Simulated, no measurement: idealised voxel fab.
The name of this process module is voxel transistor to metal.
This is section cut - it's 295 nm across, gridded in 5 nm square cells.
Think of the cross-section as a grid of square cells. We describe it in bands, top to bottom, and each band covers one or more rows of those cells. Per band: top height and bottom height in nm, followed by the left-to-right materials and their widths in nm; "throughout" marks a single material spanning edge to edge, "empty" marks empty space. Beneath 0, the wafer as received is one material, and that level is where height counting begins. The lowest band goes on downward without a bottom; it is written like "from 0 down". A width such as "30..40" changes by the same amount from each row of cells to the next, from the band's top row to its bottom row. "no alteration" (step): cross-section cells unchanged, all of them. Closed empty spaces (no open way to the top) of 8 cells or more are what "Completely sealed voids" lists, each as width x height at distance from the left edge, nm for all three. The remark found on a step's line after its settings is issued by the simulator itself and pertains to that step. A step's line can hold "overlay nm"; with a mask on that step, the setting says how far right of the planned place the mask lay, while a negative setting says it lay to the left.
These are the steps we planned for the process:
step 1: RECEIVE, material Si
step 2: OXIDIZE, depth nm 5
step 3: CONFORMAL_DEP, material SiN, thk nm 10
step 4: MASKED_ETCH, tone cover, mask id ACTIVE, width nm 105, pitch nm 125, etch materials SiN, depth nm 10, overlay nm 0
step 5: MASKED_ETCH, tone cover, mask id ACTIVE, width nm 105, pitch nm 125, etch materials SiO2, depth nm 5, overlay nm 0
step 6: MASKED_ETCH, tone cover, mask id ACTIVE, width nm 105, pitch nm 125, etch materials Si, depth nm 35, overlay nm 0
step 7: OXIDIZE, depth nm 5
step 8: FILL_DEP, material SiO2, thk nm 10
step 9: CMP, height nm 10
step 10: SELECTIVE_ETCH, etch materials SiO2, depth nm 5
step 11: STRIP, etch materials SiN
step 12: SELECTIVE_ETCH, etch materials SiO2, depth nm 5
step 13: OXIDIZE, depth nm 5
step 14: DIRECTIONAL_DEP, material polySi, thk nm 25
step 15: DIRECTIONAL_DEP, material SiCN, thk nm 10
step 16: DIRECTIONAL_DEP, material aC, thk nm 10
step 17: PATTERN, tone cover, mask id GATE, material resist, width nm 35, pitch nm 125, thk nm 25, overlay nm 0
step 18: DIRECTIONAL_ETCH, etch materials aC, depth nm 10
step 19: STRIP, etch materials resist
step 20: DIRECTIONAL_ETCH, etch materials SiCN, depth nm 20
step 21: DIRECTIONAL_ETCH, etch materials polySi, depth nm 35
step 22: STRIP, etch materials aC
step 23: CONFORMAL_DEP, material SiN, thk nm 10
step 24: DIRECTIONAL_ETCH, etch materials SiN, depth nm 10
step 25: DIRECTIONAL_ETCH, etch materials SiO2, depth nm 5
step 26: DIRECTIONAL_ETCH, etch materials Si, depth nm 10
step 27: EPI, material nSi, thk nm 15
step 28: FILL_DEP, material SiO2, thk nm 5
step 29: CMP, height nm 20
step 30: STRIP, etch materials polySi
step 31: SELECTIVE_ETCH, etch materials SiO2, depth nm 5
step 32: CONFORMAL_DEP, material HfO2, thk nm 5
step 33: CONFORMAL_DEP, material TiN, thk nm 5
step 34: FILL_DEP, material W, thk nm 5
step 35: CMP, height nm 15
step 36: DIRECTIONAL_DEP, material SiO2, thk nm 10
step 37: DIRECTIONAL_DEP, material aC, thk nm 15
step 38: PATTERN, tone open, mask id CONTACT, material resist, width nm 15, thk nm 35, overlay nm 0
step 39: DIRECTIONAL_ETCH, etch materials aC, depth nm 15
step 40: STRIP, etch materials resist
step 41: DIRECTIONAL_ETCH, etch materials SiO2, depth nm 30
step 42: STRIP, etch materials aC
step 43: CONFORMAL_DEP, material TiN, thk nm 5
step 44: FILL_DEP, material W, thk nm 10
step 45: CMP, height nm 25
step 46: DIRECTIONAL_DEP, material TiN, thk nm 5
step 47: DIRECTIONAL_DEP, material W, thk nm 20
step 48: DIRECTIONAL_DEP, material aC, thk nm 10
step 49: PATTERN, tone cover, mask id METAL_1, material resist, width nm 15, thk nm 25, overlay nm 0
step 50: DIRECTIONAL_ETCH, etch materials aC, depth nm 10
step 51: STRIP, etch materials resist
step 52: DIRECTIONAL_ETCH, etch materials W, depth nm 20
step 53: DIRECTIONAL_ETCH, etch materials TiN, depth nm 5
step 54: STRIP, etch materials aC
step 55: FILL_DEP, material SiO2, thk nm 5
step 56: CMP, height nm 50
step 57: CONFORMAL_DEP, material SiCN, thk nm 5
step 58: DIRECTIONAL_DEP, material SiO2, thk nm 30
step 59: DIRECTIONAL_DEP, material aC, thk nm 10
step 60: PATTERN, tone open, mask id METAL_2, material resist, width nm 15, pitch nm 125, thk nm 30, overlay nm 0
step 61: DIRECTIONAL_ETCH, etch materials aC, depth nm 10
step 62: STRIP, etch materials resist
step 63: DIRECTIONAL_ETCH, etch materials SiO2, depth nm 20
step 64: STRIP, etch materials aC
step 65: DIRECTIONAL_DEP, material aC, thk nm 15
step 66: PATTERN, tone open, mask id METAL_2_HOLES, material resist, width nm 15, pitch nm 125, thk nm 30, overlay nm 0
step 67: DIRECTIONAL_ETCH, etch materials aC, depth nm 15
step 68: STRIP, etch materials resist
step 69: DIRECTIONAL_ETCH, etch materials SiO2, depth nm 10
step 70: DIRECTIONAL_ETCH, etch materials SiCN, depth nm 5
step 71: STRIP, etch materials aC
step 72: CONFORMAL_DEP, material TiN, thk nm 5
step 73: FILL_DEP, material Ru, thk nm 10
step 74: CMP, height nm 85
step 75: CONFORMAL_DEP, material SiN, thk nm 5
Delivered wafer in cross-section: state after step 1:
from 0 down = Si throughout
Completely sealed voids: none
A wafer at the end: this start, this plan, one mistake:
from 90 to 85 = SiN throughout
from 85 to 55 = 35 nm SiO2, 5 nm TiN, 5 nm Ru, 5 nm TiN, 110 nm SiO2, 5 nm TiN, 5 nm Ru, 5 nm TiN, 120 nm SiO2
from 55 to 50 = 35 nm SiCN, 15 nm TiN, 110 nm SiCN, 15 nm TiN, 120 nm SiCN
from 50 to 30 = 35 nm SiO2, 15 nm W, 65 nm SiO2, 15 nm W, 30 nm SiO2, 15 nm W, 65 nm SiO2, 15 nm W, 40 nm SiO2
from 30 to 25 = 35 nm SiO2, 15 nm TiN, 65 nm SiO2, 15 nm TiN, 30 nm SiO2, 15 nm TiN, 65 nm SiO2, 15 nm TiN, 40 nm SiO2
from 25 to 15 = 35 nm SiO2, 5 nm TiN, 5 nm W, 5 nm TiN, 65 nm SiO2, 5 nm TiN, 5 nm W, 5 nm TiN, 30 nm SiO2, 5 nm TiN, 5 nm W, 5 nm TiN, 65 nm SiO2, 5 nm TiN, 5 nm W, 5 nm TiN, 40 nm SiO2
from 15 to 10 = 35 nm SiO2, 5 nm TiN, 5 nm W, 5 nm TiN, 5 nm SiO2, 10 nm SiN, 5 nm TiN, 5 nm HfO2, 15 nm W, 5 nm HfO2, 5 nm TiN, 10 nm SiN, 5 nm SiO2, 5 nm TiN, 5 nm W, 5 nm TiN, 30 nm SiO2, 5 nm TiN, 5 nm W, 5 nm TiN, 5 nm SiO2, 10 nm SiN, 5 nm TiN, 5 nm HfO2, 15 nm W, 5 nm HfO2, 5 nm TiN, 10 nm SiN, 5 nm SiO2, 5 nm TiN, 5 nm W, 5 nm TiN, 40 nm SiO2
from 10 to 5 = 35 nm SiO2, 15 nm TiN, 5 nm SiO2, 10 nm SiN, 5 nm TiN, 5 nm HfO2, 15 nm W, 5 nm HfO2, 5 nm TiN, 10 nm SiN, 5 nm SiO2, 15 nm TiN, 30 nm SiO2, 15 nm TiN, 5 nm SiO2, 10 nm SiN, 5 nm TiN, 5 nm HfO2, 15 nm W, 5 nm HfO2, 5 nm TiN, 10 nm SiN, 5 nm SiO2, 15 nm TiN, 40 nm SiO2
from 5 to 0 = 35 nm SiO2, 5 nm TiN, 15 nm nSi, 10 nm SiN, 5 nm TiN, 5 nm HfO2, 15 nm W, 5 nm HfO2, 5 nm TiN, 10 nm SiN, 15 nm nSi, 5 nm TiN, 30 nm SiO2, 5 nm TiN, 15 nm nSi, 10 nm SiN, 5 nm TiN, 5 nm HfO2, 15 nm W, 5 nm HfO2, 5 nm TiN, 10 nm SiN, 15 nm nSi, 5 nm TiN, 40 nm SiO2
from 0 to -5 = 25 nm SiO2, 10 nm SiN, 5 nm TiN, 15 nm nSi, 10 nm SiN, 5 nm TiN, 25 nm HfO2, 5 nm TiN, 10 nm SiN, 15 nm nSi, 5 nm TiN, 10 nm SiN, 10 nm SiO2, 10 nm SiN, 5 nm TiN, 15 nm nSi, 10 nm SiN, 5 nm TiN, 25 nm HfO2, 5 nm TiN, 10 nm SiN, 15 nm nSi, 5 nm TiN, 10 nm SiN, 30 nm SiO2
from -5 to -10 = 35 nm SiO2, 20 nm nSi, 5 nm SiO2, 45 nm TiN, 5 nm SiO2, 20 nm nSi, 30 nm SiO2, 20 nm nSi, 5 nm SiO2, 45 nm TiN, 5 nm SiO2, 20 nm nSi, 40 nm SiO2
from -10 to -20 = 35 nm SiO2, 20 nm nSi, 55 nm Si, 20 nm nSi, 30 nm SiO2, 20 nm nSi, 55 nm Si, 20 nm nSi, 40 nm SiO2
from -20 to -45 = 35 nm SiO2, 95 nm Si, 30 nm SiO2, 95 nm Si, 40 nm SiO2
from -45 down = Si throughout
Completely sealed voids: none
Finding, execution versus plan: transposition of steps 32 and 33 relative to the planned sequence
